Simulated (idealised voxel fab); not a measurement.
process module | voxel self aligned vias
cross-section cut | 280 nm wide | cells 5 nm
A cross-section is a grid of square cells, given in bands from the top down. A band is one or more rows of cells.
Each band's line starts with the height of the band's top and of its bottom, in nm. Then come its materials from left to right, each with its width in nm. One material with "throughout" fills the band from edge to edge. "air" is empty space.
Height 0 is the level under which the wafer as received is all one material. The lowest band goes on downwards, as in "0 down".
A width such as "30 to 40" changes by the same amount from each row of cells to the next, from the band's top row to its bottom row.
"no change" after a step means that no cell of the cross-section changed.
closed voids: empty space of 8 cells or more with no open way to the top, each as width x height at its distance from the left edge, in nm
after a step's settings: what the simulator itself notes on the step
overlay nm, on a step with a mask: how far to the right of its planned place the mask lay; to the left if negative
plan
1 op RECEIVE | material Si
2 op CONFORMAL_DEP | material SiO2 | thk nm 15
3 op CONFORMAL_DEP | material SiCN | thk nm 5
4 op DIRECTIONAL_DEP | material SiO2 | thk nm 25
5 op DIRECTIONAL_DEP | material aC | thk nm 10
6 op PATTERN | tone open | mask id LINES | material resist | width nm 30 | pitch nm 60 | thk nm 25 | overlay nm 0
7 op DIRECTIONAL_ETCH | etch materials aC | depth nm 10
8 op STRIP | etch materials resist
9 op DIRECTIONAL_ETCH | etch materials SiO2 | depth nm 25
10 op STRIP | etch materials aC
11 op CONFORMAL_DEP | material TiN | thk nm 5
12 op FILL_DEP | material Ru | thk nm 10
13 op CMP | height nm 45
14 op SELECTIVE_ETCH | etch materials W Ru TiN | depth nm 5
15 op FILL_DEP | material SiN | thk nm 10
16 op CMP | height nm 45
17 op DIRECTIONAL_DEP | material SiO2 | thk nm 20
18 op DIRECTIONAL_DEP | material aC | thk nm 15
19 op PATTERN | tone open | mask id VIAS | material resist | width nm 40 | pitch nm 120 | thk nm 35 | overlay nm 0
20 op DIRECTIONAL_ETCH | etch materials aC | depth nm 15
21 op STRIP | etch materials resist
22 op DIRECTIONAL_ETCH | etch materials SiO2 | depth nm 20
23 op DIRECTIONAL_ETCH | etch materials SiN | depth nm 5
24 op STRIP | etch materials aC
25 op CONFORMAL_DEP | material TiN | thk nm 5
26 op FILL_DEP | material Ru | thk nm 5
27 op CMP | height nm 65
28 op CONFORMAL_DEP | material SiCN | thk nm 5
first wafer, as planned
as received, after step 1
  0 down: Si throughout
  closed voids: none
after step 2
  15 to 0: SiO2 throughout
  below 0: unchanged
after step 3
  20 to 15: SiCN throughout
  below 15: unchanged
after step 4
  45 to 20: SiO2 throughout
  below 20: unchanged
after step 5
  55 to 45: aC throughout
  below 45: unchanged
after step 6
  80 to 55: resist 65 | air 30 | resist 30 | air 30 | resist 30 | air 30 | resist 65
  below 55: unchanged
after step 7
  70 to 55: resist 65 | air 30 | resist 30 | air 30 | resist 30 | air 30 | resist 65
  55 to 45: aC 65 | air 30 | aC 30 | air 30 | aC 30 | air 30 | aC 65
  below 45: unchanged
after step 8
  55 to 45: aC 65 | air 30 | aC 30 | air 30 | aC 30 | air 30 | aC 65
  below 45: unchanged
after step 9
  55 to 45: aC 65 | air 30 | aC 30 | air 30 | aC 30 | air 30 | aC 65
  45 to 20: SiO2 65 | air 30 | SiO2 30 | air 30 | SiO2 30 | air 30 | SiO2 65
  below 20: unchanged
after step 10
  45 to 20: SiO2 65 | air 30 | SiO2 30 | air 30 | SiO2 30 | air 30 | SiO2 65
  below 20: unchanged
after step 11
  50 to 45: TiN 70 | air 20 | TiN 40 | air 20 | TiN 40 | air 20 | TiN 70
  45 to 25: SiO2 65 | TiN 5 | air 20 | TiN 5 | SiO2 30 | TiN 5 | air 20 | TiN 5 | SiO2 30 | TiN 5 | air 20 | TiN 5 | SiO2 65
  25 to 20: SiO2 65 | TiN 30 | SiO2 30 | TiN 30 | SiO2 30 | TiN 30 | SiO2 65
  below 20: unchanged
after step 12
  60 to 50: Ru throughout
  50 to 45: TiN 70 | Ru 20 | TiN 40 | Ru 20 | TiN 40 | Ru 20 | TiN 70
  45 to 25: SiO2 65 | TiN 5 | Ru 20 | TiN 5 | SiO2 30 | TiN 5 | Ru 20 | TiN 5 | SiO2 30 | TiN 5 | Ru 20 | TiN 5 | SiO2 65
  below 25: unchanged
after step 13
  45 to 25: SiO2 65 | TiN 5 | Ru 20 | TiN 5 | SiO2 30 | TiN 5 | Ru 20 | TiN 5 | SiO2 30 | TiN 5 | Ru 20 | TiN 5 | SiO2 65
  below 25: unchanged
after step 14
  45 to 40: SiO2 65 | air 30 | SiO2 30 | air 30 | SiO2 30 | air 30 | SiO2 65
  below 40: unchanged
after step 15
  55 to 45: SiN throughout
  45 to 40: SiO2 65 | SiN 30 | SiO2 30 | SiN 30 | SiO2 30 | SiN 30 | SiO2 65
  below 40: unchanged
after step 16
  45 to 40: SiO2 65 | SiN 30 | SiO2 30 | SiN 30 | SiO2 30 | SiN 30 | SiO2 65
  below 40: unchanged
after step 17
  65 to 45: SiO2 throughout
  below 45: unchanged
after step 18
  80 to 65: aC throughout
  below 65: unchanged
after step 19
  115 to 80: resist 60 | air 40 | resist 80 | air 40 | resist 60
  below 80: unchanged
after step 20
  100 to 80: resist 60 | air 40 | resist 80 | air 40 | resist 60
  80 to 65: aC 60 | air 40 | aC 80 | air 40 | aC 60
  below 65: unchanged
after step 21
  80 to 65: aC 60 | air 40 | aC 80 | air 40 | aC 60
  below 65: unchanged
after step 22
  80 to 65: aC 60 | air 40 | aC 80 | air 40 | aC 60
  65 to 45: SiO2 60 | air 40 | SiO2 80 | air 40 | SiO2 60
  below 45: unchanged
after step 23
  80 to 65: aC 60 | air 40 | aC 80 | air 40 | aC 60
  65 to 45: SiO2 60 | air 40 | SiO2 80 | air 40 | SiO2 60
  45 to 40: SiO2 65 | air 30 | SiO2 30 | SiN 30 | SiO2 30 | air 30 | SiO2 65
  below 40: unchanged
after step 24
  65 to 45: SiO2 60 | air 40 | SiO2 80 | air 40 | SiO2 60
  below 45: unchanged
after step 25
  70 to 65: TiN 65 | air 30 | TiN 90 | air 30 | TiN 65
  65 to 50: SiO2 60 | TiN 5 | air 30 | TiN 5 | SiO2 80 | TiN 5 | air 30 | TiN 5 | SiO2 60
  50 to 45: SiO2 60 | TiN 10 | air 20 | TiN 10 | SiO2 80 | TiN 10 | air 20 | TiN 10 | SiO2 60
  45 to 40: SiO2 65 | TiN 30 | SiO2 30 | SiN 30 | SiO2 30 | TiN 30 | SiO2 65
  below 40: unchanged
after step 26
  75 to 70: Ru throughout
  70 to 65: TiN 65 | Ru 30 | TiN 90 | Ru 30 | TiN 65
  65 to 50: SiO2 60 | TiN 5 | Ru 30 | TiN 5 | SiO2 80 | TiN 5 | Ru 30 | TiN 5 | SiO2 60
  50 to 45: SiO2 60 | TiN 10 | Ru 20 | TiN 10 | SiO2 80 | TiN 10 | Ru 20 | TiN 10 | SiO2 60
  below 45: unchanged
after step 27
  65 to 50: SiO2 60 | TiN 5 | Ru 30 | TiN 5 | SiO2 80 | TiN 5 | Ru 30 | TiN 5 | SiO2 60
  below 50: unchanged
after step 28
  70 to 65: SiCN throughout
  below 65: unchanged
second wafer: like start, like plan, one mistake. Through step 1 it matches the first wafer
when step 2 should have ended: no change
when step 3 should have ended
  5 to 0: SiCN throughout
  below 0: unchanged
when step 4 should have ended
  30 to 5: SiO2 throughout
  below 5: unchanged
when step 5 should have ended
  40 to 30: aC throughout
  below 30: unchanged
when step 6 should have ended
  65 to 40: resist 65 | air 30 | resist 30 | air 30 | resist 30 | air 30 | resist 65
  below 40: unchanged
when step 7 should have ended
  55 to 40: resist 65 | air 30 | resist 30 | air 30 | resist 30 | air 30 | resist 65
  40 to 30: aC 65 | air 30 | aC 30 | air 30 | aC 30 | air 30 | aC 65
  below 30: unchanged
when step 8 should have ended
  40 to 30: aC 65 | air 30 | aC 30 | air 30 | aC 30 | air 30 | aC 65
  below 30: unchanged
when step 9 should have ended
  40 to 30: aC 65 | air 30 | aC 30 | air 30 | aC 30 | air 30 | aC 65
  30 to 5: SiO2 65 | air 30 | SiO2 30 | air 30 | SiO2 30 | air 30 | SiO2 65
  below 5: unchanged
when step 10 should have ended
  30 to 5: SiO2 65 | air 30 | SiO2 30 | air 30 | SiO2 30 | air 30 | SiO2 65
  below 5: unchanged
when step 11 should have ended
  35 to 30: TiN 70 | air 20 | TiN 40 | air 20 | TiN 40 | air 20 | TiN 70
  30 to 10: SiO2 65 | TiN 5 | air 20 | TiN 5 | SiO2 30 | TiN 5 | air 20 | TiN 5 | SiO2 30 | TiN 5 | air 20 | TiN 5 | SiO2 65
  10 to 5: SiO2 65 | TiN 30 | SiO2 30 | TiN 30 | SiO2 30 | TiN 30 | SiO2 65
  below 5: unchanged
when step 12 should have ended
  45 to 35: Ru throughout
  35 to 30: TiN 70 | Ru 20 | TiN 40 | Ru 20 | TiN 40 | Ru 20 | TiN 70
  30 to 10: SiO2 65 | TiN 5 | Ru 20 | TiN 5 | SiO2 30 | TiN 5 | Ru 20 | TiN 5 | SiO2 30 | TiN 5 | Ru 20 | TiN 5 | SiO2 65
  below 10: unchanged
when step 13 should have ended: no change
when step 14 should have ended
  40 to 35: Ru throughout
  below 35: unchanged
when step 15 should have ended
  50 to 40: SiN throughout
  below 40: unchanged
when step 16 should have ended
  45 to 40: SiN throughout
  below 40: unchanged
when step 17 should have ended
  65 to 45: SiO2 throughout
  below 45: unchanged
when step 18 should have ended
  80 to 65: aC throughout
  below 65: unchanged
when step 19 should have ended
  115 to 80: resist 60 | air 40 | resist 80 | air 40 | resist 60
  below 80: unchanged
when step 20 should have ended
  100 to 80: resist 60 | air 40 | resist 80 | air 40 | resist 60
  80 to 65: aC 60 | air 40 | aC 80 | air 40 | aC 60
  below 65: unchanged
when step 21 should have ended
  80 to 65: aC 60 | air 40 | aC 80 | air 40 | aC 60
  below 65: unchanged
when step 22 should have ended
  80 to 65: aC 60 | air 40 | aC 80 | air 40 | aC 60
  65 to 45: SiO2 60 | air 40 | SiO2 80 | air 40 | SiO2 60
  below 45: unchanged
when step 23 should have ended
  80 to 65: aC 60 | air 40 | aC 80 | air 40 | aC 60
  65 to 45: SiO2 60 | air 40 | SiO2 80 | air 40 | SiO2 60
  45 to 40: SiN 60 | air 40 | SiN 80 | air 40 | SiN 60
  below 40: unchanged
when step 24 should have ended
  65 to 45: SiO2 60 | air 40 | SiO2 80 | air 40 | SiO2 60
  below 45: unchanged
when step 25 should have ended
  70 to 65: TiN 65 | air 30 | TiN 90 | air 30 | TiN 65
  65 to 45: SiO2 60 | TiN 5 | air 30 | TiN 5 | SiO2 80 | TiN 5 | air 30 | TiN 5 | SiO2 60
  45 to 40: SiN 60 | TiN 40 | SiN 80 | TiN 40 | SiN 60
  below 40: unchanged
when step 26 should have ended
  75 to 70: Ru throughout
  70 to 65: TiN 65 | Ru 30 | TiN 90 | Ru 30 | TiN 65
  65 to 45: SiO2 60 | TiN 5 | Ru 30 | TiN 5 | SiO2 80 | TiN 5 | Ru 30 | TiN 5 | SiO2 60
  below 45: unchanged
when step 27 should have ended
  65 to 45: SiO2 60 | TiN 5 | Ru 30 | TiN 5 | SiO2 80 | TiN 5 | Ru 30 | TiN 5 | SiO2 60
  below 45: unchanged
when step 28 should have ended
  70 to 65: SiCN throughout
  below 65: unchanged
what went wrong: step 2 was left out
at the end the second wafer has, in cells: 84 more of Ru | 34 more of SiN | 168 fewer of SiO2 | 50 more of TiN
